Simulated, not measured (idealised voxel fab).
Name of the process module below: voxel transistor to metal
For reference, the cross-section in this document is cut, with width 180 nm and square cells of 5 nm.
Heads up, the way a cross-section reads in here is a grid of square cells, handed over as bands from the top down, with every band being one or more rows of cells. Heights first: top, then bottom, in nm. Then materials, left to right, each with a width in nm. "all across" on a single material: fills the band edge to edge. "air": empty space. Heights are measured from 0, the level below which the as-received wafer is all one material; the lowest band has no bottom and continues downward, written as in "from 0 down". Per-row width for "30->40": begins at first number (top row of band), ends at second number (bottom row), increment between rows held constant. Basically "left unchanged" means that step didn't change any cell in the cross-section. Heads up: "Closed void roster" only lists the empty pockets with no open path to the top that are 8 cells or more, and it writes them as width x height at distance, distance from the left edge, in nm. Text after the settings on a step's line: the simulator's own remark on that step. Steps that use a mask can have "overlay nm" on their line. It says how far the mask sat to the right of where it was meant to be. Negative means to the left.
The steps planned for the process are as follows:
1 RECEIVE [material Si]
2 CONFORMAL_DEP [material SiO2] [thk nm 5]
3 CONFORMAL_DEP [material SiN] [thk nm 10]
4 MASKED_ETCH [tone cover] [mask id ACTIVE] [width nm 110] [etch materials SiN] [depth nm 10] [overlay nm 0]
5 MASKED_ETCH [tone cover] [mask id ACTIVE] [width nm 110] [etch materials SiO2] [depth nm 5] [overlay nm 0]
6 MASKED_ETCH [tone cover] [mask id ACTIVE] [width nm 110] [etch materials Si] [depth nm 20] [overlay nm 0]
7 OXIDIZE [depth nm 5]
8 FILL_DEP [material SiO2] [thk nm 10]
9 CMP [height nm 15]
10 SELECTIVE_ETCH [etch materials SiO2] [depth nm 10]
11 STRIP [etch materials SiN]
12 SELECTIVE_ETCH [etch materials SiO2] [depth nm 5]
13 OXIDIZE [depth nm 5]
14 DIRECTIONAL_DEP [material polySi] [thk nm 30]
15 DIRECTIONAL_DEP [material SiCN] [thk nm 10]
16 MASKED_ETCH [tone cover] [mask id GATE] [width nm 20] [etch materials SiCN] [depth nm 20] [overlay nm 0]
17 MASKED_ETCH [tone cover] [mask id GATE] [width nm 20] [etch materials polySi] [depth nm 40] [overlay nm 0]
18 CONFORMAL_DEP [material SiN] [thk nm 5]
19 DIRECTIONAL_ETCH [etch materials SiN] [depth nm 5]
20 DIRECTIONAL_ETCH [etch materials SiO2] [depth nm 5]
21 DIRECTIONAL_ETCH [etch materials Si] [depth nm 5]
22 EPI [material pSi] [thk nm 5]
23 FILL_DEP [material SiO2] [thk nm 10]
24 CMP [height nm 40]
25 DIRECTIONAL_DEP [material SiO2] [thk nm 10]
26 MASKED_ETCH [tone open] [mask id CONTACT] [width nm 30] [pitch nm 60] [etch materials SiO2] [depth nm 55] [overlay nm 0]
27 CONFORMAL_DEP [material TiN] [thk nm 5]
28 FILL_DEP [material Ru] [thk nm 5]
29 CMP [height nm 50]
30 CONFORMAL_DEP [material SiCN] [thk nm 5]
31 DIRECTIONAL_DEP [material SiO2] [thk nm 20]
32 PATTERN [tone open] [mask id METAL_1] [material resist] [width nm 15] [pitch nm 75] [thk nm 15] [overlay nm 0]
33 DIRECTIONAL_ETCH [etch materials SiO2] [depth nm 20]
34 DIRECTIONAL_ETCH [etch materials SiCN] [depth nm 5]
35 STRIP [etch materials resist]
36 CONFORMAL_DEP [material TiN] [thk nm 5]
37 FILL_DEP [material Cu] [thk nm 5]
38 CMP [height nm 75]
39 CONFORMAL_DEP [material SiCN] [thk nm 5]
40 DIRECTIONAL_DEP [material SiO2] [thk nm 35]
41 PATTERN [tone open] [mask id METAL_2] [material resist] [width nm 15] [pitch nm 75] [thk nm 15] [overlay nm 0]
42 DIRECTIONAL_ETCH [etch materials SiO2] [depth nm 20]
43 STRIP [etch materials resist]
44 DIRECTIONAL_DEP [material aC] [thk nm 15]
45 PATTERN [tone open] [mask id METAL_2_HOLES] [material resist] [width nm 15] [pitch nm 75] [thk nm 30] [overlay nm 0]
46 DIRECTIONAL_ETCH [etch materials aC] [depth nm 15]
47 STRIP [etch materials resist]
48 DIRECTIONAL_ETCH [etch materials SiO2] [depth nm 15]
49 DIRECTIONAL_ETCH [etch materials SiCN] [depth nm 5]
50 STRIP [etch materials aC]
51 CONFORMAL_DEP [material TiN] [thk nm 5]
52 FILL_DEP [material Ru] [thk nm 5]
53 CMP [height nm 115]
54 CONFORMAL_DEP [material SiN] [thk nm 5]
Wafers differ in width nm at step 45; plan lists the first wafer's value; identical starting state.
Cross-section: the first of several wafers in its as-received state, i.e. following step 1:
  from 0 down = Si all across
  Closed void roster: none
The figure below presents a cross-section of the first of several wafers at the conclusion of the module, following its last step, step 54:
  from 120 to 115 = SiN all across
  from 115 to 80 = SiO2=45, then TiN=5, then Ru=5, then TiN=5, then SiO2=60, then TiN=5, then Ru=5, then TiN=5, then SiO2=45
  from 80 to 75 = SiCN=45, then TiN=15, then SiCN=60, then TiN=15, then SiCN=45
  from 75 to 55 = SiO2=45, then TiN=5, then Cu=5, then TiN=5, then SiO2=60, then TiN=5, then Cu=5, then TiN=5, then SiO2=45
  from 55 to 50 = SiCN=45, then TiN=15, then SiCN=60, then TiN=15, then SiCN=45
  from 50 to 40 = SiO2=45, then TiN=5, then Ru=20, then TiN=5, then SiO2=30, then TiN=5, then Ru=20, then TiN=5, then SiO2=45
  from 40 to 30 = SiO2=45, then TiN=5, then Ru=20, then TiN=5, then SiN=5, then SiCN=20, then SiN=5, then TiN=5, then Ru=20, then TiN=5, then SiO2=45
  from 30 to 5 = SiO2=45, then TiN=5, then Ru=20, then TiN=5, then SiN=5, then polySi=20, then SiN=5, then TiN=5, then Ru=20, then TiN=5, then SiO2=45
  from 5 to 0 = SiO2=45, then TiN=5, then Ru=15, then TiN=10, then SiN=5, then polySi=20, then SiN=5, then TiN=10, then Ru=15, then TiN=5, then SiO2=45
  from 0 to -5 = SiO2=45, then TiN=25, then pSi=5, then SiO2=30, then pSi=5, then TiN=25, then SiO2=45
  from -5 to -10 = SiO2=40, then pSi=35, then Si=30, then pSi=35, then SiO2=40
  from -10 to -25 = SiO2=40, then Si=100, then SiO2=40
  from -25 down = Si all across
  Closed void roster: none
Cross-sectional depiction of the last of several wafers upon completion of the module:
  from 120 to 115 = SiN all across
  from 115 to 105 = SiO2=40, then TiN=5, then Ru=20, then TiN=5, then SiO2=45, then TiN=5, then Ru=20, then TiN=5, then SiO2=35
  from 105 to 100 = SiO2=40, then TiN=10, then Ru=5, then TiN=15, then SiO2=45, then TiN=10, then Ru=5, then TiN=15, then SiO2=35
  from 100 to 80 = SiO2=45, then TiN=5, then Ru=5, then TiN=5, then SiO2=60, then TiN=5, then Ru=5, then TiN=5, then SiO2=45
  from 80 to 75 = SiCN=45, then TiN=15, then SiCN=60, then TiN=15, then SiCN=45
  from 75 to 55 = SiO2=45, then TiN=5, then Cu=5, then TiN=5, then SiO2=60, then TiN=5, then Cu=5, then TiN=5, then SiO2=45
  from 55 to 50 = SiCN=45, then TiN=15, then SiCN=60, then TiN=15, then SiCN=45
  from 50 to 40 = SiO2=45, then TiN=5, then Ru=20, then TiN=5, then SiO2=30, then TiN=5, then Ru=20, then TiN=5, then SiO2=45
  from 40 to 30 = SiO2=45, then TiN=5, then Ru=20, then TiN=5, then SiN=5, then SiCN=20, then SiN=5, then TiN=5, then Ru=20, then TiN=5, then SiO2=45
  from 30 to 5 = SiO2=45, then TiN=5, then Ru=20, then TiN=5, then SiN=5, then polySi=20, then SiN=5, then TiN=5, then Ru=20, then TiN=5, then SiO2=45
  from 5 to 0 = SiO2=45, then TiN=5, then Ru=15, then TiN=10, then SiN=5, then polySi=20, then SiN=5, then TiN=10, then Ru=15, then TiN=5, then SiO2=45
  from 0 to -5 = SiO2=45, then TiN=25, then pSi=5, then SiO2=30, then pSi=5, then TiN=25, then SiO2=45
  from -5 to -10 = SiO2=40, then pSi=35, then Si=30, then pSi=35, then SiO2=40
  from -10 to -25 = SiO2=40, then Si=100, then SiO2=40
  from -25 down = Si all across
  Closed void roster: none
Table: wafers, a row each; end-of-module cell change per material since receipt, gain (+), loss (-); then closed voids:
width nm 15, +8 Cu, +92 Ru, -114 Si, +68 SiCN, +52 SiN, +610 SiO2, +108 TiN, +16 pSi, +24 polySi, Closed void roster: none
width nm 20, +8 Cu, +96 Ru, -114 Si, +68 SiCN, +52 SiN, +604 SiO2, +110 TiN, +16 pSi, +24 polySi, Closed void roster: none
width nm 25, +8 Cu, +100 Ru, -114 Si, +68 SiCN, +52 SiN, +598 SiO2, +112 TiN, +16 pSi, +24 polySi, Closed void roster: none
width nm 30, +8 Cu, +104 Ru, -114 Si, +68 SiCN, +52 SiN, +592 SiO2, +114 TiN, +16 pSi, +24 polySi, Closed void roster: none
